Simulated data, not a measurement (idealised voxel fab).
Title: Process Module voxel tone inversion
Cross-section cut: width 275 nm, square cells of 5 nm.
Format of a cross-section: grid, square cells. Given as bands. Order: top down. Band: one or more rows of cells. Per band: top height and bottom height in nm, followed by the left-to-right materials and their widths in nm; "full width" marks a single material spanning edge to edge, "air" marks empty space. For the purposes of this specification, 0 denotes the height below which the wafer in its as-received condition is composed wholly of one material, and the lowermost band, lacking a lower limit, extends downward without end, as expressed in "0 and below". You'd read "30->40" like this: the band's top row of cells is as wide as the first number, its bottom row is as wide as the second, and going down, every row changes width by the same amount as the row before did. You'll sometimes find "nothing was modified" written for a step, and that's the way of saying that nowhere in the cross-section did a cell change during that step. Under "Sealed void list" you'll find the enclosed gaps, the ones with no way out to the top, that are 8 cells or bigger; each reads width x height at distance, with distance counted from the left edge, everything in nm. On each step's line, the part that comes after the settings is the simulator's own comment on the step. overlay nm: step with mask; distance mask lay right of planned place; negative value = left of planned place.

HERE'S WHAT THE PLANNED PROCESS STEPS LOOK LIKE
1) RECEIVE [material Si]
2) CONFORMAL_DEP [material SiN] [thk nm 10]
3) DIRECTIONAL_DEP [material aC] [thk nm 15]
4) PATTERN [tone cover] [mask id POSTS] [material resist] [width nm 25] [pitch nm 45] [thk nm 20] [overlay nm 0]
5) DIRECTIONAL_ETCH [etch materials aC] [depth nm 15]
6) STRIP [etch materials resist]
7) FILL_DEP [material SiO2] [thk nm 5]
8) CMP [height nm 25]
9) STRIP [etch materials aC]
10) CONFORMAL_DEP [material TiN] [thk nm 5]
11) FILL_DEP [material Cu] [thk nm 5]
12) CMP [height nm 25]
13) CONFORMAL_DEP [material SiN] [thk nm 5]

WAFER AT RECEIPT (POST STEP 1), CROSS-SECTION
0 and below: Si full width
Sealed void list: none

CROSS-SECTION: FIRST OF TWO WAFERS, MODULE FINISHED, RUN ACCORDING TO PLAN
30 down to 25: SiN full width
25 down to 15: 55 nm SiO2  5 nm TiN  15 nm Cu  5 nm TiN  20 nm SiO2  5 nm TiN  15 nm Cu  5 nm TiN  20 nm SiO2  5 nm TiN  15 nm Cu  5 nm TiN  20 nm SiO2  5 nm TiN  15 nm Cu  5 nm TiN  60 nm SiO2
15 down to 10: 55 nm SiO2  25 nm TiN  20 nm SiO2  25 nm TiN  20 nm SiO2  25 nm TiN  20 nm SiO2  25 nm TiN  60 nm SiO2
10 down to 0: SiN full width
0 and below: Si full width
Sealed void list: none

SECOND WAFER OF THE TWO, SECTIONED AT THE END OF THE MODULE. IT BEGAN LIKE THE FIRST AND FOLLOWED THE SAME PLAN, BUT ONE MISTAKE WAS MADE WHILE RUNNING IT
30 down to 25: SiN full width
25 down to 15: 60 nm SiO2  5 nm TiN  10 nm Cu  5 nm TiN  25 nm SiO2  5 nm TiN  10 nm Cu  5 nm TiN  25 nm SiO2  5 nm TiN  10 nm Cu  5 nm TiN  25 nm SiO2  5 nm TiN  10 nm Cu  5 nm TiN  60 nm SiO2
15 down to 10: 60 nm SiO2  20 nm TiN  25 nm SiO2  20 nm TiN  25 nm SiO2  20 nm TiN  25 nm SiO2  20 nm TiN  60 nm SiO2
10 down to 0: SiN full width
0 and below: Si full width
Sealed void list: none
Deviation from plan: not per plan at step 4, really ran PATTERN [tone cover] [mask id POSTS] [material resist] [width nm 20] [pitch nm 45] [thk nm 20] [overlay nm 0]
Materials where the second wafer ends with more or fewer cells than the first: Cu: 8 fewer | SiO2: 12 more | TiN: 4 fewer
